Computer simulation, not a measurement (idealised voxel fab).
process module | voxel spacer lines
Square cells of 5 nm make up the cross-section cut, whose width is 200 nm.
Just so we're on the same page, the cross-sections are grids of square cells, and they're listed out in bands top to bottom, each band one or more rows deep.
Basically the band line says how high the top is and how high the bottom is, in nm, and then what's in it from left to right, every material with its width in nm. Empty space shows up as "blank", and if a single material carries "all across" it runs the full band edge to edge.
Height is counted from the level 0, under which the received wafer is composed throughout of one material. The lowest of the bands is not closed at the bottom but continues downward, in the notation "0 nm and below".
It should be noted that a width expressed as "30..40" varies in equal increments from row to row of cells within the band, taking the value of the first number at the top row and that of the second number at the bottom row.
For the purposes of this document, the phrase "nothing changed" attached to a step denotes that no cell within the cross-section was modified by that step.
Voids not open to the top, 8 cells minimum: see "Completely enclosed voids". Written width x height at distance; distance is from the left edge; nm.
Note: text after step settings on the step line = simulator remark on that step.
"overlay nm" on a masked step: distance the mask lay right of its planned place, negative for left.

PLANNED PROCESS STEPS
step 1: RECEIVE: material Si
step 2: CONFORMAL_DEP: material Al2O3, thk nm 5
step 3: DIRECTIONAL_DEP: material W, thk nm 15
step 4: DIRECTIONAL_DEP: material polySi, thk nm 25
step 5: PATTERN: tone cover, mask id MANDREL, material resist, width nm 20, pitch nm 70, thk nm 35, overlay nm 0
step 6: DIRECTIONAL_ETCH: etch materials polySi, depth nm 25
step 7: STRIP: etch materials resist
step 8: CONFORMAL_DEP: material SiN, thk nm 15
step 9: DIRECTIONAL_ETCH: etch materials SiN, depth nm 15
step 10: STRIP: etch materials polySi
step 11: DIRECTIONAL_ETCH: etch materials W, depth nm 15
step 12: STRIP: etch materials SiN
step 13: FILL_DEP: material lowk, thk nm 5
step 14: CMP: height nm 20

FIRST OF TWO WAFERS - AS PLANNED

CROSS-SECTION, INCOMING MATERIAL, AFTER STEP 1
  0 nm and below | Si all across
  Completely enclosed voids: none

STEP 2 COMPLETE: CROSS-SECTION THROUGH THE WAFER
  5 nm to 0 nm | Al2O3 all across
  For the remainder of the cross-section, below 0, there is no change.

STEP 3 COMPLETE: CROSS-SECTION THROUGH THE WAFER
  20 nm to 5 nm | W all across
  For the remainder of the cross-section, below 5, there is no change.

STEP 4 COMPLETE: CROSS-SECTION THROUGH THE WAFER
  45 nm to 20 nm | polySi all across
  For the remainder of the cross-section, below 20, there is no change.

STEP 5 COMPLETE: CROSS-SECTION THROUGH THE WAFER
  80 nm to 45 nm | blank 55, resist 20, blank 50, resist 20, blank 55
  For the remainder of the cross-section, below 45, there is no change.

STEP 6 COMPLETE: CROSS-SECTION THROUGH THE WAFER
  80 nm to 45 nm | blank 55, resist 20, blank 50, resist 20, blank 55
  45 nm to 20 nm | blank 55, polySi 20, blank 50, polySi 20, blank 55
  For the remainder of the cross-section, below 20, there is no change.

STEP 7 COMPLETE: CROSS-SECTION THROUGH THE WAFER
  45 nm to 20 nm | blank 55, polySi 20, blank 50, polySi 20, blank 55
  For the remainder of the cross-section, below 20, there is no change.

STEP 8 COMPLETE: CROSS-SECTION THROUGH THE WAFER
  60 nm to 45 nm | blank 40, SiN 50, blank 20, SiN 50, blank 40
  45 nm to 35 nm | blank 40, SiN 15, polySi 20, SiN 15, blank 20, SiN 15, polySi 20, SiN 15, blank 40
  35 nm to 20 nm | SiN 55, polySi 20, SiN 50, polySi 20, SiN 55
  For the remainder of the cross-section, below 20, there is no change.

STEP 9 COMPLETE: CROSS-SECTION THROUGH THE WAFER
  45 nm to 20 nm | blank 40, SiN 15, polySi 20, SiN 15, blank 20, SiN 15, polySi 20, SiN 15, blank 40
  For the remainder of the cross-section, below 20, there is no change.

STEP 10 COMPLETE: CROSS-SECTION THROUGH THE WAFER
  45 nm to 20 nm | blank 40, SiN 15, blank 20, SiN 15, blank 20, SiN 15, blank 20, SiN 15, blank 40
  For the remainder of the cross-section, below 20, there is no change.

STEP 11 COMPLETE: CROSS-SECTION THROUGH THE WAFER
  45 nm to 20 nm | blank 40, SiN 15, blank 20, SiN 15, blank 20, SiN 15, blank 20, SiN 15, blank 40
  20 nm to 5 nm | blank 40, W 15, blank 20, W 15, blank 20, W 15, blank 20, W 15, blank 40
  For the remainder of the cross-section, below 5, there is no change.

STEP 12 COMPLETE: CROSS-SECTION THROUGH THE WAFER
  20 nm to 5 nm | blank 40, W 15, blank 20, W 15, blank 20, W 15, blank 20, W 15, blank 40
  For the remainder of the cross-section, below 5, there is no change.

STEP 13 COMPLETE: CROSS-SECTION THROUGH THE WAFER
  25 nm to 20 nm | lowk all across
  20 nm to 5 nm | lowk 40, W 15, lowk 20, W 15, lowk 20, W 15, lowk 20, W 15, lowk 40
  For the remainder of the cross-section, below 5, there is no change.

STEP 14 COMPLETE: CROSS-SECTION THROUGH THE WAFER
  20 nm to 5 nm | lowk 40, W 15, lowk 20, W 15, lowk 20, W 15, lowk 20, W 15, lowk 40
  For the remainder of the cross-section, below 5, there is no change.

NOW THE OTHER WAFER: SAME START, SAME RECIPE, BUT WE MESSED UP ONE THING WHEN RUNNING IT. UP TO AND INCLUDING STEP 4 IT'S THE SAME AS THE FIRST ONE

PLANNED END OF STEP 5: SECOND WAFER, CROSS-SECTION
  80 nm to 45 nm | blank 65, resist 20, blank 50, resist 20, blank 45
  For the remainder of the cross-section, below 45, there is no change.

PLANNED END OF STEP 6: SECOND WAFER, CROSS-SECTION
  80 nm to 45 nm | blank 65, resist 20, blank 50, resist 20, blank 45
  45 nm to 20 nm | blank 65, polySi 20, blank 50, polySi 20, blank 45
  For the remainder of the cross-section, below 20, there is no change.

PLANNED END OF STEP 7: SECOND WAFER, CROSS-SECTION
  45 nm to 20 nm | blank 65, polySi 20, blank 50, polySi 20, blank 45
  For the remainder of the cross-section, below 20, there is no change.

PLANNED END OF STEP 8: SECOND WAFER, CROSS-SECTION
  60 nm to 45 nm | blank 50, SiN 50, blank 20, SiN 50, blank 30
  45 nm to 35 nm | blank 50, SiN 15, polySi 20, SiN 15, blank 20, SiN 15, polySi 20, SiN 15, blank 30
  35 nm to 20 nm | SiN 65, polySi 20, SiN 50, polySi 20, SiN 45
  For the remainder of the cross-section, below 20, there is no change.

PLANNED END OF STEP 9: SECOND WAFER, CROSS-SECTION
  45 nm to 20 nm | blank 50, SiN 15, polySi 20, SiN 15, blank 20, SiN 15, polySi 20, SiN 15, blank 30
  For the remainder of the cross-section, below 20, there is no change.

PLANNED END OF STEP 10: SECOND WAFER, CROSS-SECTION
  45 nm to 20 nm | blank 50, SiN 15, blank 20, SiN 15, blank 20, SiN 15, blank 20, SiN 15, blank 30
  For the remainder of the cross-section, below 20, there is no change.

PLANNED END OF STEP 11: SECOND WAFER, CROSS-SECTION
  45 nm to 20 nm | blank 50, SiN 15, blank 20, SiN 15, blank 20, SiN 15, blank 20, SiN 15, blank 30
  20 nm to 5 nm | blank 50, W 15, blank 20, W 15, blank 20, W 15, blank 20, W 15, blank 30
  For the remainder of the cross-section, below 5, there is no change.

PLANNED END OF STEP 12: SECOND WAFER, CROSS-SECTION
  20 nm to 5 nm | blank 50, W 15, blank 20, W 15, blank 20, W 15, blank 20, W 15, blank 30
  For the remainder of the cross-section, below 5, there is no change.

PLANNED END OF STEP 13: SECOND WAFER, CROSS-SECTION
  25 nm to 20 nm | lowk all across
  20 nm to 5 nm | lowk 50, W 15, lowk 20, W 15, lowk 20, W 15, lowk 20, W 15, lowk 30
  For the remainder of the cross-section, below 5, there is no change.

PLANNED END OF STEP 14: SECOND WAFER, CROSS-SECTION
  20 nm to 5 nm | lowk 50, W 15, lowk 20, W 15, lowk 20, W 15, lowk 20, W 15, lowk 30
  For the remainder of the cross-section, below 5, there is no change.
Error vs. plan: step 5 went in with a setting other than planned; the actual run was PATTERN: tone cover, mask id MANDREL, material resist, width nm 20, pitch nm 70, thk nm 35, overlay nm 10
Same inventory, different map: at the end, the second wafer holds as many cells of each material as the first, placed elsewhere.
